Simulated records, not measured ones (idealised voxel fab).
A process module follows: voxel gate over fins.
The cross-section shown here is cut; it is 250 nm wide and divided into square cells measuring 5 nm on a side.
This document writes a cross-section as a grid whose cells are square, and gives it as bands, listed from the top down; one or more rows of cells form a band. First you get the band's top height and its bottom height, in nm, and then the materials it's made of, left to right, with each width in nm. If you see a single material with "throughout", that one covers the band edge to edge. "empty" is empty space. Beneath 0, the wafer as received is one material, and that level is where height counting begins. The lowest band goes on downward without a bottom; it is written like "top 0, no bottom". A width given as "30->40" starts at the first number in the band's top row and ends at the second number in its bottom row, shifting by an equal amount at every step from row to row. "all unchanged" (step): cross-section cells unchanged, all of them. "Sealed internal voids" means: voids of 8 cells or more that are shut off from the top with no open way through. Written width x height at distance, distance from the left edge, in nm. It should be noted that, on the line of a given step, the content following the step's settings is a remark produced by the simulator itself with respect to that step. overlay nm: right-of-plan distance of the mask on a masked step; negative values mean left-of-plan.
-- plan
1: RECEIVE, material Si
2: CONFORMAL_DEP, material SiN, thk nm 5
3: MASKED_ETCH, tone cover, mask id FINS, width nm 15, pitch nm 60, etch materials SiN, depth nm 5, overlay nm 0
4: MASKED_ETCH, tone cover, mask id FINS, width nm 15, pitch nm 60, etch materials Si, depth nm 40, overlay nm 0
5: OXIDIZE, depth nm 5
6: FILL_DEP, material SiO2, thk nm 10
7: CMP, height nm 5
8: DIRECTIONAL_DEP, material aC, thk nm 10
9: PATTERN, tone open, mask id RAIL, material resist, width nm 15, thk nm 30, overlay nm 0
10: DIRECTIONAL_ETCH, etch materials aC, depth nm 10
11: STRIP, etch materials resist
12: DIRECTIONAL_ETCH, etch materials SiO2, depth nm 40
13: STRIP, etch materials aC
14: CONFORMAL_DEP, material TiN, thk nm 5
15: FILL_DEP, material W, thk nm 10
16: CMP, height nm 5
17: SELECTIVE_ETCH, etch materials W Ru TiN, depth nm 25
18: FILL_DEP, material SiO2, thk nm 5
19: CMP, height nm 5
20: SELECTIVE_ETCH, etch materials SiO2, depth nm 15
21: STRIP, etch materials SiN
22: CONFORMAL_DEP, material HfO2, thk nm 5
23: CONFORMAL_DEP, material TiN, thk nm 5
24: CONFORMAL_DEP, material TiAl, thk nm 5
25: CONFORMAL_DEP, material TiN, thk nm 5
26: FILL_DEP, material W, thk nm 10
27: CMP, height nm 25
28: CONFORMAL_DEP, material SiN, thk nm 10
-- Cross-section: wafer on arrival = after step 1
> top 0, no bottom: Si throughout
> Sealed internal voids: none
-- Final wafer profile in cross-section after the module, from the same start and plan as above, with one mistake made during processing
> top 35, bottom 25: SiN throughout
> top 25, bottom 20: W throughout
> top 20, bottom 15: 35 nm W  55 nm TiN  5 nm W  55 nm TiN  5 nm W  55 nm TiN  40 nm W
> top 15, bottom 10: 35 nm W  5 nm TiN  45 nm TiAl  5 nm TiN  5 nm W  5 nm TiN  45 nm TiAl  5 nm TiN  5 nm W  5 nm TiN  45 nm TiAl  5 nm TiN  40 nm W
> top 10, bottom 5: 40 nm TiN  5 nm TiAl  35 nm TiN  5 nm TiAl  15 nm TiN  5 nm TiAl  35 nm TiN  5 nm TiAl  15 nm TiN  5 nm TiAl  35 nm TiN  5 nm TiAl  45 nm TiN
> top 5, bottom 0: 45 nm TiAl  5 nm TiN  25 nm HfO2  5 nm TiN  25 nm TiAl  5 nm TiN  25 nm HfO2  5 nm TiN  25 nm TiAl  5 nm TiN  25 nm HfO2  5 nm TiN  50 nm TiAl
> top 0, bottom -5: 50 nm TiN  5 nm HfO2  15 nm Si  5 nm HfO2  35 nm TiN  5 nm HfO2  15 nm Si  5 nm HfO2  35 nm TiN  5 nm HfO2  15 nm Si  5 nm HfO2  55 nm TiN
> top -5, bottom -10: 55 nm HfO2  15 nm Si  45 nm HfO2  15 nm Si  45 nm HfO2  15 nm Si  60 nm HfO2
> top -10, bottom -20: 55 nm SiO2  15 nm Si  45 nm SiO2  15 nm Si  45 nm SiO2  15 nm Si  60 nm SiO2
> top -20, bottom -30: 55 nm SiO2  15 nm Si  15 nm SiO2  5 nm TiN  5 nm W  5 nm TiN  15 nm SiO2  15 nm Si  45 nm SiO2  15 nm Si  60 nm SiO2
> top -30, bottom -35: 55 nm SiO2  15 nm Si  15 nm SiO2  15 nm TiN  15 nm SiO2  15 nm Si  45 nm SiO2  15 nm Si  60 nm SiO2
> top -35, bottom -45: 55 nm SiO2  15 nm Si  45 nm SiO2  15 nm Si  45 nm SiO2  15 nm Si  60 nm SiO2
> top -45, no bottom: Si throughout
> Sealed internal voids: none
It is concluded that the wafer was processed incorrectly with respect to the plan, in that off-plan run, step 3, actual operation and settings MASKED_ETCH, tone cover, mask id FINS, width nm 25, pitch nm 60, etch materials SiN, depth nm 5, overlay nm 0
